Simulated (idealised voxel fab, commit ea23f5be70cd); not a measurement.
process module | voxel local oxidation
cross-section cut | 250 nm wide | cells 5 nm
A cross-section is a grid of square cells, given in bands from the top down. A band is one or more rows of cells.
Each band's line starts with the height of the band's top and of its bottom, in nm. Then come its materials from left to right, each with its width in nm. One material with "throughout" fills the band from edge to edge. "air" is empty space.
Height 0 is the level under which the wafer as received is all one material. The lowest band goes on downwards, as in "0 down".
A width such as "30 to 40" changes by the same amount from each row of cells to the next, from the band's top row to its bottom row.
"no change" after a step means that no cell of the cross-section changed.
closed voids: empty space of 8 cells or more with no open way to the top, each as width x height at its distance from the left edge, in nm
after a step's settings: what the simulator itself notes on the step
overlay nm, on a step with a mask: how far to the right of its planned place the mask lay; to the left if negative
plan
1 op RECEIVE | material Si
2 op OXIDIZE | depth nm 5
3 op CONFORMAL_DEP | material SiN | thk nm 10
4 op DIRECTIONAL_DEP | material aC | thk nm 10
5 op PATTERN | tone cover | mask id ACTIVE | material resist | width nm 90 | thk nm 25 | overlay nm 0
6 op DIRECTIONAL_ETCH | etch materials aC | depth nm 10
7 op STRIP | etch materials resist
8 op DIRECTIONAL_ETCH | etch materials SiN | depth nm 10
9 op STRIP | etch materials aC
10 op SELECTIVE_ETCH | etch materials SiO2 | depth nm 5
11 op OXIDIZE | depth nm 10
12 op STRIP | etch materials SiN
first wafer, as planned
as received, after step 1
  0 down: Si throughout
  closed voids: none
after step 2
  0 to -5: SiO2 throughout
  below -5: unchanged
after step 3
  10 to 0: SiN throughout
  below 0: unchanged
after step 4
  20 to 10: aC throughout
  below 10: unchanged
after step 5
  45 to 20: air 80 | resist 90 | air 80
  below 20: unchanged
after step 6
  35 to 20: air 80 | resist 90 | air 80
  20 to 10: air 80 | aC 90 | air 80
  below 10: unchanged
after step 7
  20 to 10: air 80 | aC 90 | air 80
  below 10: unchanged
after step 8
  20 to 10: air 80 | aC 90 | air 80
  10 to 0: air 80 | SiN 90 | air 80
  below 0: unchanged
after step 9
  10 to 0: air 80 | SiN 90 | air 80
  below 0: unchanged
after step 10
  10 to 0: air 80 | SiN 90 | air 80
  0 to -5: air 85 | SiO2 80 | air 85
  below -5: unchanged
after step 11
  10 to 0: air 80 | SiN 90 | air 80
  0 to -5: air 85 | SiO2 80 | air 85
  -5 to -15: SiO2 95 | Si 60 | SiO2 95
  below -15: unchanged
after step 12
  0 to -5: air 85 | SiO2 80 | air 85
  below -5: unchanged
second wafer: like start, like plan, one mistake. Through step 4 it matches the first wafer
when step 5 should have ended
  45 to 20: air 70 | resist 90 | air 90
  below 20: unchanged
when step 6 should have ended
  35 to 20: air 70 | resist 90 | air 90
  20 to 10: air 70 | aC 90 | air 90
  below 10: unchanged
when step 7 should have ended
  20 to 10: air 70 | aC 90 | air 90
  below 10: unchanged
when step 8 should have ended
  20 to 10: air 70 | aC 90 | air 90
  10 to 0: air 70 | SiN 90 | air 90
  below 0: unchanged
when step 9 should have ended
  10 to 0: air 70 | SiN 90 | air 90
  below 0: unchanged
when step 10 should have ended
  10 to 0: air 70 | SiN 90 | air 90
  0 to -5: air 75 | SiO2 80 | air 95
  below -5: unchanged
when step 11 should have ended
  10 to 0: air 70 | SiN 90 | air 90
  0 to -5: air 75 | SiO2 80 | air 95
  -5 to -15: SiO2 85 | Si 60 | SiO2 105
  below -15: unchanged
when step 12 should have ended
  0 to -5: air 75 | SiO2 80 | air 95
  below -5: unchanged
what went wrong: step 5 ran as: op PATTERN | tone cover | mask id ACTIVE | material resist | width nm 90 | thk nm 25 | overlay nm -10
at the end the second wafer has, in cells: as many of each material as the first, in other places
